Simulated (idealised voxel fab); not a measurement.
Process module name: voxel capacitor over wiring
Square cells of 5 nm make up the cross-section cut, whose width is 300 nm.
A cross-section is written here as square cells arranged in a grid, and it is given in bands from the top down, each band taking up one or more rows of cells. Basically the band line says how high the top is and how high the bottom is, in nm, and then what's in it from left to right, every material with its width in nm. Empty space shows up as "blank", and if a single material carries "edge to edge" it runs the full band edge to edge. Heights from 0 (as-received wafer is one material below). Bottom band endless downward, as "0 down". A two-number width, for instance "30..40", indicates that the width is equal to the first number in the top row of the band and to the second number in the bottom row, and that it changes by a constant amount per row of cells. Step marked "stayed the same"? Then no cell in the cross-section changed in it. Any empty space of 8 cells or more lacking an open way to the top shows up in "Entrapped voids" as width x height at distance, distance from the left edge, in nm. That trailing text on a step's line, after the settings, is the simulator's own remark on the step. On any step carrying a mask, the "overlay nm" setting, if present on the step's line, tells how far right of its planned place the mask lay; negative values point to the left.
**Process steps (planned)**
| 1 | RECEIVE | material Si |
| 2 | CONFORMAL_DEP | material SiO2 | thk nm 15 |
| 3 | CONFORMAL_DEP | material SiN | thk nm 5 |
| 4 | DIRECTIONAL_DEP | material lowk | thk nm 20 |
| 5 | DIRECTIONAL_DEP | material aC | thk nm 15 |
| 6 | PATTERN | tone open | mask id METAL_1 | material resist | width nm 20 | pitch nm 85 | thk nm 30 | overlay nm 0 |
| 7 | DIRECTIONAL_ETCH | etch materials aC | depth nm 15 |
| 8 | STRIP | etch materials resist |
| 9 | DIRECTIONAL_ETCH | etch materials lowk | depth nm 20 |
| 10 | DIRECTIONAL_ETCH | etch materials SiN | depth nm 5 |
| 11 | STRIP | etch materials aC |
| 12 | CONFORMAL_DEP | material TiN | thk nm 5 |
| 13 | FILL_DEP | material Cu | thk nm 10 |
| 14 | CMP | height nm 40 |
| 15 | CONFORMAL_DEP | material SiCN | thk nm 5 |
| 16 | DIRECTIONAL_DEP | material lowk | thk nm 20 |
| 17 | PATTERN | tone open | mask id PLUG_1 | material resist | width nm 15 | thk nm 20 | overlay nm 0 |
| 18 | DIRECTIONAL_ETCH | etch materials lowk | depth nm 20 |
| 19 | DIRECTIONAL_ETCH | etch materials SiCN | depth nm 5 |
| 20 | STRIP | etch materials resist |
| 21 | EPI | material Ru | thk nm 10 |
| 22 | EPI | material Ru | thk nm 10 |
| 23 | EPI | material Ru | thk nm 5 |
| 24 | DIRECTIONAL_DEP | material TiN | thk nm 5 |
| 25 | DIRECTIONAL_DEP | material SiN | thk nm 5 |
| 26 | DIRECTIONAL_DEP | material TiN | thk nm 10 |
| 27 | PATTERN | tone cover | mask id UPPER_PLATE | material resist | width nm 70 | thk nm 15 | overlay nm 0 |
| 28 | DIRECTIONAL_ETCH | etch materials TiN | depth nm 10 |
| 29 | DIRECTIONAL_ETCH | etch materials SiN | depth nm 5 |
| 30 | STRIP | etch materials resist |
| 31 | MASKED_ETCH | tone cover | mask id LOWER_PLATE | width nm 70 | etch materials TiN | depth nm 5 | overlay nm 0 |
| 32 | FILL_DEP | material SiO2 | thk nm 20 |
| 33 | CMP | height nm 100 |
| 34 | MASKED_ETCH | tone open | mask id PLUG_2 | width nm 15 | etch materials SiO2 | depth nm 15 | overlay nm 0 |
| 35 | CONFORMAL_DEP | material TiN | thk nm 5 |
| 36 | FILL_DEP | material Cu | thk nm 10 |
| 37 | CMP | height nm 100 |
| 38 | CONFORMAL_DEP | material SiCN | thk nm 5 |
For this document, wafers share an identical start and vary in the step 31 width nm; the plan quotes the first wafer's value.
**Received wafers, first of several: cross-section after step 1**
* 0 down = Si edge to edge
* Entrapped voids: none
**Here's the first of several wafers in cross-section, end of the module, after the last step, step 38**
* 105 to 100 = SiCN edge to edge
* 100 to 90 = 110 SiO2  5 TiN  5 Cu  5 TiN  175 SiO2
* 90 to 85 = 110 SiO2  15 TiN  175 SiO2
* 85 to 75 = 100 SiO2  70 TiN  130 SiO2
* 75 to 70 = 100 SiO2  70 SiN  130 SiO2
* 70 to 65 = 100 SiO2  70 TiN  130 SiO2
* 65 to 45 = 100 lowk  15 Ru  185 lowk
* 45 to 40 = 100 SiCN  15 Ru  185 SiCN
* 40 to 20 = 95 lowk  5 TiN  10 Cu  5 TiN  65 lowk  5 TiN  10 Cu  5 TiN  100 lowk
* 20 to 15 = 95 SiN  20 TiN  65 SiN  20 TiN  100 SiN
* 15 to 0 = SiO2 edge to edge
* 0 down = Si edge to edge
* Entrapped voids: none
**last wafer at the end**
* 105 to 100 = SiCN edge to edge
* 100 to 90 = 110 SiO2  5 TiN  5 Cu  5 TiN  175 SiO2
* 90 to 85 = 110 SiO2  15 TiN  175 SiO2
* 85 to 75 = 100 SiO2  70 TiN  130 SiO2
* 75 to 70 = 100 SiO2  70 SiN  130 SiO2
* 70 to 65 = 90 SiO2  95 TiN  115 SiO2
* 65 to 45 = 100 lowk  15 Ru  185 lowk
* 45 to 40 = 100 SiCN  15 Ru  185 SiCN
* 40 to 20 = 95 lowk  5 TiN  10 Cu  5 TiN  65 lowk  5 TiN  10 Cu  5 TiN  100 lowk
* 20 to 15 = 95 SiN  20 TiN  65 SiN  20 TiN  100 SiN
* 15 to 0 = SiO2 edge to edge
* 0 down = Si edge to edge
* Entrapped voids: none
**What follows is a table in which each wafer occupies a row; for the wafer as it stands at the close of the module, the row states, material by material, how many cells have been gained (+) or lost (-) since receipt, and then gives its closed voids**
width nm 70 | +18 Cu | +15 Ru | +117 SiCN | +66 SiN | +535 SiO2 | +73 TiN | +436 lowk | Entrapped voids: none
width nm 75 | +18 Cu | +15 Ru | +117 SiCN | +66 SiN | +534 SiO2 | +74 TiN | +436 lowk | Entrapped voids: none
width nm 80 | +18 Cu | +15 Ru | +117 SiCN | +66 SiN | +533 SiO2 | +75 TiN | +436 lowk | Entrapped voids: none
width nm 85 | +18 Cu | +15 Ru | +117 SiCN | +66 SiN | +532 SiO2 | +76 TiN | +436 lowk | Entrapped voids: none
width nm 90 | +18 Cu | +15 Ru | +117 SiCN | +66 SiN | +531 SiO2 | +77 TiN | +436 lowk | Entrapped voids: none
width nm 95 | +18 Cu | +15 Ru | +117 SiCN | +66 SiN | +530 SiO2 | +78 TiN | +436 lowk | Entrapped voids: none
